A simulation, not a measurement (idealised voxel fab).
process module | voxel self aligned contacts
cross-section cut | 300 nm wide | cells 5 nm
A cross-section is a grid of square cells, given in bands from the top down. A band is one or more rows of cells.
Each band's line starts with the height of the band's top and of its bottom, in nm. Then come its materials from left to right, each with its width in nm. One material with "throughout" fills the band from edge to edge. "air" is empty space.
Height 0 is the level under which the wafer as received is all one material. The lowest band goes on downwards, as in "0 down".
A width such as "30 to 40" changes by the same amount from each row of cells to the next, from the band's top row to its bottom row.
"no change" after a step means that no cell of the cross-section changed.
closed voids: empty space of 8 cells or more with no open way to the top, each as width x height at its distance from the left edge, in nm
after a step's settings: what the simulator itself notes on the step
overlay nm, on a step with a mask: how far to the right of its planned place the mask lay; to the left if negative
Each pair below shows a cross-section before one step and the cross-section after it, down to the lowest band that changed. The line under each pair gives the step between them, with its settings. The pairs can come from different runs of this module on the same starting wafer, so a pair continues from the pair above only where its "before" says so.
before
  45 to 35: Ru 125 to 90 | TiN 5 to 40 | SiO2 35 | TiN 5 to 40 | Ru 130 to 95
  35 to 20: Ru 90 | TiN 5 | SiN 45 | SiO2 15 | SiN 45 | TiN 5 | Ru 95
  20 to 0: Ru 90 | TiN 5 | SiN 5 | polySi 35 | SiN 5 | SiO2 15 | SiN 5 | polySi 35 | SiN 5 | TiN 5 | Ru 95
  0 to -5: TiN 95 | SiO2 105 | TiN 100
  -5 down: Si throughout
  closed voids: none
after
  50 to 45: SiN throughout
  below 45: unchanged
  closed voids: none
the step between: op CONFORMAL_DEP | material SiN | thk nm 5
